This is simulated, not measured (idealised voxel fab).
Herein follows the process module entitled voxel plated lines.
Displayed cross-section: cut, width of 230 nm, square cells sized 5 nm.
If you're reading a cross-section in this doc, picture square cells in a grid; it comes to you as bands, top ones listed first down to the bottom, and a band can be one or more rows of cells. Band: top height; bottom height; in nm. Then, left to right: material with width in nm, for each material. "throughout": a single material spanning edge to edge. "air": empty space. Height 0 is the level under which the wafer as received is all one material. The lowest band goes on downwards, as in "0 down". Think of "30 to 40" as a width that walks from the first number to the second as you go down the band, top row to bottom row, taking equal-sized steps from row to row. You'll sometimes find "all unchanged" written for a step, and that's the way of saying that nowhere in the cross-section did a cell change during that step. "Cavities, closed" specifies each empty space that is not open to the top and that occupies no fewer than 8 cells, using the form width x height at distance, the distance measured from the left edge and all three quantities in nm. Note: text after step settings on the step line = simulator remark on that step. overlay nm: mask offset rightward from planned place, masked step; negative means leftward offset.
THE PLANNED PROCESS STEPS ARE ENUMERATED HEREUNDER
1) RECEIVE with material Si
2) CONFORMAL_DEP with material SiN, thk nm 15
3) DIRECTIONAL_DEP with material TiN, thk nm 5
4) PATTERN with tone open, mask id LINES, material resist, width nm 15, pitch nm 35, thk nm 20, overlay nm 0
5) EPI with material Ru, thk nm 5
6) STRIP with etch materials resist
7) DIRECTIONAL_ETCH with etch materials TiN, depth nm 5
8) CONFORMAL_DEP with material SiN, thk nm 10
FIRST WAFER, TWO IN TOTAL, RUN AS PLANNED
STEP 1 COMPLETE: CROSS-SECTION OF THE WAFER AS RECEIVED
- 0 down  Si throughout
- Cavities, closed: none
CROSS-SECTION: WAFER STATE AFTER STEP 2
- 15 to 0  SiN throughout
- Lower than 0, everything is as it was.
CROSS-SECTION: WAFER STATE AFTER STEP 3
- 20 to 15  TiN throughout
- Lower than 15, everything is as it was.
CROSS-SECTION: WAFER STATE AFTER STEP 4
- 40 to 20  resist: 55; air: 15; resist: 20; air: 15; resist: 20; air: 15; resist: 20; air: 15; resist: 55
- Lower than 20, everything is as it was.
CROSS-SECTION: WAFER STATE AFTER STEP 5
- 40 to 25  resist: 55; air: 15; resist: 20; air: 15; resist: 20; air: 15; resist: 20; air: 15; resist: 55
- 25 to 20  resist: 55; Ru: 15; resist: 20; Ru: 15; resist: 20; Ru: 15; resist: 20; Ru: 15; resist: 55
- Lower than 20, everything is as it was.
CROSS-SECTION: WAFER STATE AFTER STEP 6
- 25 to 20  air: 55; Ru: 15; air: 20; Ru: 15; air: 20; Ru: 15; air: 20; Ru: 15; air: 55
- Lower than 20, everything is as it was.
CROSS-SECTION: WAFER STATE AFTER STEP 7
- 25 to 20  air: 55; Ru: 15; air: 20; Ru: 15; air: 20; Ru: 15; air: 20; Ru: 15; air: 55
- 20 to 15  air: 55; TiN: 15; air: 20; TiN: 15; air: 20; TiN: 15; air: 20; TiN: 15; air: 55
- Lower than 15, everything is as it was.
CROSS-SECTION: WAFER STATE AFTER STEP 8
- 35 to 25  air: 45; SiN: 140; air: 45
- 25 to 20  SiN: 55; Ru: 15; SiN: 20; Ru: 15; SiN: 20; Ru: 15; SiN: 20; Ru: 15; SiN: 55
- 20 to 15  SiN: 55; TiN: 15; SiN: 20; TiN: 15; SiN: 20; TiN: 15; SiN: 20; TiN: 15; SiN: 55
- Lower than 15, everything is as it was.
WAFER TWO: LIKE WAFER ONE IN START AND PLAN, BUT WITH ONE MISTAKE IN EXECUTION; IDENTICAL UP TO AND INCLUDING STEP 1
CROSS-SECTION: SECOND WAFER, TIME AT WHICH STEP 2 WAS SCHEDULED TO END
- 30 to 0  SiN throughout
- Lower than 0, everything is as it was.
CROSS-SECTION: SECOND WAFER, TIME AT WHICH STEP 3 WAS SCHEDULED TO END
- 35 to 30  TiN throughout
- Lower than 30, everything is as it was.
CROSS-SECTION: SECOND WAFER, TIME AT WHICH STEP 4 WAS SCHEDULED TO END
- 55 to 35  resist: 55; air: 15; resist: 20; air: 15; resist: 20; air: 15; resist: 20; air: 15; resist: 55
- Lower than 35, everything is as it was.
CROSS-SECTION: SECOND WAFER, TIME AT WHICH STEP 5 WAS SCHEDULED TO END
- 55 to 40  resist: 55; air: 15; resist: 20; air: 15; resist: 20; air: 15; resist: 20; air: 15; resist: 55
- 40 to 35  resist: 55; Ru: 15; resist: 20; Ru: 15; resist: 20; Ru: 15; resist: 20; Ru: 15; resist: 55
- Lower than 35, everything is as it was.
CROSS-SECTION: SECOND WAFER, TIME AT WHICH STEP 6 WAS SCHEDULED TO END
- 40 to 35  air: 55; Ru: 15; air: 20; Ru: 15; air: 20; Ru: 15; air: 20; Ru: 15; air: 55
- Lower than 35, everything is as it was.
CROSS-SECTION: SECOND WAFER, TIME AT WHICH STEP 7 WAS SCHEDULED TO END
- 40 to 35  air: 55; Ru: 15; air: 20; Ru: 15; air: 20; Ru: 15; air: 20; Ru: 15; air: 55
- 35 to 30  air: 55; TiN: 15; air: 20; TiN: 15; air: 20; TiN: 15; air: 20; TiN: 15; air: 55
- Lower than 30, everything is as it was.
CROSS-SECTION: SECOND WAFER, TIME AT WHICH STEP 8 WAS SCHEDULED TO END
- 50 to 40  air: 45; SiN: 140; air: 45
- 40 to 35  SiN: 55; Ru: 15; SiN: 20; Ru: 15; SiN: 20; Ru: 15; SiN: 20; Ru: 15; SiN: 55
- 35 to 30  SiN: 55; TiN: 15; SiN: 20; TiN: 15; SiN: 20; TiN: 15; SiN: 20; TiN: 15; SiN: 55
- Lower than 30, everything is as it was.
Misprocessing identified: step 2 from the plan got run twice
End of process, cell counts, second wafer against first, materials with more or fewer: SiN +138
